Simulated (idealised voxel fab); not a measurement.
process module | voxel capacitor over wiring
cross-section cut | 200 nm wide | cells 5 nm
A cross-section is a grid of square cells, given in bands from the top down. A band is one or more rows of cells.
Each band's line starts with the height of the band's top and of its bottom, in nm. Then come its materials from left to right, each with its width in nm. One material with "throughout" fills the band from edge to edge. "air" is empty space.
Height 0 is the level under which the wafer as received is all one material. The lowest band goes on downwards, as in "0 down".
A width such as "30 to 40" changes by the same amount from each row of cells to the next, from the band's top row to its bottom row.
"no change" after a step means that no cell of the cross-section changed.
closed voids: empty space of 8 cells or more with no open way to the top, each as width x height at its distance from the left edge, in nm
after a step's settings: what the simulator itself notes on the step
overlay nm, on a step with a mask: how far to the right of its planned place the mask lay; to the left if negative
plan
1 op RECEIVE | material Si
2 op CONFORMAL_DEP | material SiO2 | thk nm 15
3 op DIRECTIONAL_DEP | material TiN | thk nm 5
4 op DIRECTIONAL_DEP | material W | thk nm 25
5 op DIRECTIONAL_DEP | material aC | thk nm 15
6 op PATTERN | tone cover | mask id METAL_1 | material resist | width nm 15 | pitch nm 95 | thk nm 30 | overlay nm 0
7 op DIRECTIONAL_ETCH | etch materials aC | depth nm 15
8 op STRIP | etch materials resist
9 op DIRECTIONAL_ETCH | etch materials W | depth nm 25
10 op DIRECTIONAL_ETCH | etch materials TiN | depth nm 5
11 op STRIP | etch materials aC
12 op FILL_DEP | material SiO2 | thk nm 10
13 op CMP | height nm 45
14 op CONFORMAL_DEP | material SiCN | thk nm 5
15 op DIRECTIONAL_DEP | material lowk | thk nm 20
16 op DIRECTIONAL_DEP | material aC | thk nm 15
17 op PATTERN | tone open | mask id PLUG_1 | material resist | width nm 15 | thk nm 30 | overlay nm 0
18 op DIRECTIONAL_ETCH | etch materials aC | depth nm 15
19 op STRIP | etch materials resist
20 op DIRECTIONAL_ETCH | etch materials lowk | depth nm 20
21 op DIRECTIONAL_ETCH | etch materials SiCN | depth nm 5
22 op STRIP | etch materials aC
23 op CONFORMAL_DEP | material TiN | thk nm 5
24 op FILL_DEP | material Cu | thk nm 5
25 op CMP | height nm 70
26 op DIRECTIONAL_DEP | material TiN | thk nm 10
27 op DIRECTIONAL_DEP | material HfO2 | thk nm 5
28 op DIRECTIONAL_DEP | material TiN | thk nm 5
29 op MASKED_ETCH | tone cover | mask id UPPER_PLATE | width nm 75 | etch materials TiN | depth nm 5 | overlay nm 0
30 op MASKED_ETCH | tone cover | mask id UPPER_PLATE | width nm 75 | etch materials HfO2 | depth nm 5 | overlay nm 0
31 op MASKED_ETCH | tone cover | mask id LOWER_PLATE | width nm 85 | etch materials TiN | depth nm 10 | overlay nm 0
32 op FILL_DEP | material SiO2 | thk nm 15
33 op CMP | height nm 100
34 op PATTERN | tone open | mask id PLUG_2 | material resist | width nm 15 | thk nm 20 | overlay nm 0
35 op DIRECTIONAL_ETCH | etch materials SiO2 | depth nm 10
36 op STRIP | etch materials resist
37 op CONFORMAL_DEP | material TiN | thk nm 5
38 op FILL_DEP | material W | thk nm 5
39 op CMP | height nm 100
40 op CONFORMAL_DEP | material SiN | thk nm 5
varied across the wafers: width nm of step 6. The plan shows the first wafer's value. All wafers start alike
first wafer as received, after step 1
  0 down: Si throughout
  closed voids: none
each wafer at the end: cells of each material gained (+) or lost (-) since it was received, then its closed voids
width nm 15 | +4 Cu | +15 HfO2 | +37 SiCN | +40 SiN | +494 SiO2 | +71 TiN | +31 W | +148 lowk | closed voids: none
width nm 20 | +4 Cu | +15 HfO2 | +37 SiCN | +40 SiN | +482 SiO2 | +73 TiN | +41 W | +148 lowk | closed voids: none
width nm 25 | +4 Cu | +15 HfO2 | +37 SiCN | +40 SiN | +470 SiO2 | +75 TiN | +51 W | +148 lowk | closed voids: none
width nm 30 | +4 Cu | +15 HfO2 | +37 SiCN | +40 SiN | +458 SiO2 | +77 TiN | +61 W | +148 lowk | closed voids: none
width nm 35 | +4 Cu | +15 HfO2 | +37 SiCN | +40 SiN | +446 SiO2 | +79 TiN | +71 W | +148 lowk | closed voids: none
width nm 40 | +4 Cu | +15 HfO2 | +37 SiCN | +40 SiN | +434 SiO2 | +81 TiN | +81 W | +148 lowk | closed voids: none
